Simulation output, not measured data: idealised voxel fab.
process module | voxel released beams
cross-section cut | 290 nm wide | cells 5 nm
A cross-section is a grid of square cells, given in bands from the top down. A band is one or more rows of cells.
Each band's line starts with the height of the band's top and of its bottom, in nm. Then come its materials from left to right, each with its width in nm. One material with "throughout" fills the band from edge to edge. "air" is empty space.
Height 0 is the level under which the wafer as received is all one material. The lowest band goes on downwards, as in "0 down".
A width such as "30 to 40" changes by the same amount from each row of cells to the next, from the band's top row to its bottom row.
"no change" after a step means that no cell of the cross-section changed.
closed voids: empty space of 8 cells or more with no open way to the top, each as width x height at its distance from the left edge, in nm
after a step's settings: what the simulator itself notes on the step
overlay nm, on a step with a mask: how far to the right of its planned place the mask lay; to the left if negative
plan
1 op RECEIVE | material Si
2 op CONFORMAL_DEP | material SiN | thk nm 10
3 op DIRECTIONAL_DEP | material SiO2 | thk nm 10
4 op MASKED_ETCH | tone open | mask id ANCHOR | width nm 40 | etch materials SiO2 | depth nm 10 | overlay nm 0
5 op CONFORMAL_DEP | material TiN | thk nm 15
6 op DIRECTIONAL_DEP | material aC | thk nm 15
7 op PATTERN | tone cover | mask id BEAM | material resist | width nm 100 | thk nm 35 | overlay nm 0
8 op DIRECTIONAL_ETCH | etch materials aC | depth nm 15
9 op STRIP | etch materials resist
10 op DIRECTIONAL_ETCH | etch materials TiN | depth nm 15
11 op STRIP | etch materials aC
12 op STRIP | etch materials SiO2
first wafer, as planned
as received, after step 1
  0 down: Si throughout
  closed voids: none
after step 2
  10 to 0: SiN throughout
  below 0: unchanged
after step 3
  20 to 10: SiO2 throughout
  below 10: unchanged
after step 4
  20 to 10: SiO2 95 | air 40 | SiO2 155
  below 10: unchanged
after step 5
  35 to 25: TiN 110 | air 10 | TiN 170
  25 to 20: TiN throughout
  20 to 10: SiO2 95 | TiN 40 | SiO2 155
  below 10: unchanged
after step 6
  50 to 40: aC 110 | air 10 | aC 170
  40 to 35: aC throughout
  35 to 25: TiN 110 | aC 10 | TiN 170
  below 25: unchanged
after step 7
  85 to 50: air 90 | resist 100 | air 100
  50 to 40: aC 110 | resist 10 | aC 170
  below 40: unchanged
after step 8
  70 to 50: air 90 | resist 100 | air 100
  50 to 40: air 90 | aC 20 | resist 10 | aC 70 | air 100
  40 to 35: air 90 | aC 100 | air 100
  below 35: unchanged
after step 9
  50 to 40: air 90 | aC 20 | air 10 | aC 70 | air 100
  below 40: unchanged
after step 10
  50 to 40: air 90 | aC 20 | air 10 | aC 70 | air 100
  40 to 35: air 90 | aC 100 | air 100
  35 to 25: air 90 | TiN 20 | aC 10 | TiN 70 | air 100
  25 to 20: air 90 | TiN 100 | air 100
  below 20: unchanged
after step 11
  35 to 25: air 90 | TiN 20 | air 10 | TiN 70 | air 100
  below 25: unchanged
after step 12
  35 to 25: air 90 | TiN 20 | air 10 | TiN 70 | air 100
  25 to 20: air 90 | TiN 100 | air 100
  20 to 10: air 95 | TiN 40 | air 155
  below 10: unchanged
second wafer: like start, like plan, one mistake. Through step 1 it matches the first wafer
when step 2 should have ended
  10 to 0: SiO2 throughout
  below 0: unchanged
when step 3 should have ended
  20 to 10: SiN throughout
  below 10: unchanged
when step 4 should have ended: no change
when step 5 should have ended
  35 to 20: TiN throughout
  below 20: unchanged
when step 6 should have ended
  50 to 35: aC throughout
  below 35: unchanged
when step 7 should have ended
  85 to 50: air 90 | resist 100 | air 100
  below 50: unchanged
when step 8 should have ended
  70 to 50: air 90 | resist 100 | air 100
  50 to 35: air 90 | aC 100 | air 100
  below 35: unchanged
when step 9 should have ended
  50 to 35: air 90 | aC 100 | air 100
  below 35: unchanged
when step 10 should have ended
  50 to 35: air 90 | aC 100 | air 100
  35 to 20: air 90 | TiN 100 | air 100
  below 20: unchanged
when step 11 should have ended
  35 to 20: air 90 | TiN 100 | air 100
  below 20: unchanged
when step 12 should have ended: no change
what went wrong: steps 2 and 3 were swapped
at the end the second wafer has, in cells: 116 more of SiO2 | 12 fewer of TiN
